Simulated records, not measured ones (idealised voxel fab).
process module | voxel released beams
cross-section cut | 255 nm wide | cells 5 nm
A cross-section is a grid of square cells, given in bands from the top down. A band is one or more rows of cells.
Each band's line starts with the height of the band's top and of its bottom, in nm. Then come its materials from left to right, each with its width in nm. One material with "throughout" fills the band from edge to edge. "air" is empty space.
Height 0 is the level under which the wafer as received is all one material. The lowest band goes on downwards, as in "0 down".
A width such as "30 to 40" changes by the same amount from each row of cells to the next, from the band's top row to its bottom row.
"no change" after a step means that no cell of the cross-section changed.
closed voids: empty space of 8 cells or more with no open way to the top, each as width x height at its distance from the left edge, in nm
after a step's settings: what the simulator itself notes on the step
overlay nm, on a step with a mask: how far to the right of its planned place the mask lay; to the left if negative
plan
1 op RECEIVE | material Si
2 op CONFORMAL_DEP | material Al2O3 | thk nm 5
3 op DIRECTIONAL_DEP | material SiO2 | thk nm 15
4 op MASKED_ETCH | tone open | mask id ANCHOR | width nm 40 | etch materials SiO2 | depth nm 15 | overlay nm 0
5 op CONFORMAL_DEP | material polySi | thk nm 15
6 op MASKED_ETCH | tone cover | mask id BEAM | width nm 125 | etch materials polySi | depth nm 15 | overlay nm 0
7 op STRIP | etch materials SiO2
as received, after step 1
  0 down: Si throughout
  closed voids: none
a wafer at the end: this start, this plan, one mistake
  35 to 20: air 60 | polySi 30 | air 10 | polySi 85 | air 70
  20 to 5: air 75 | polySi 40 | air 140
  5 to 0: Al2O3 throughout
  0 down: Si throughout
  closed voids: none
what went wrong: step 4 ran as: op MASKED_ETCH | tone open | mask id ANCHOR | width nm 40 | etch materials SiO2 | depth nm 15 | overlay nm 10
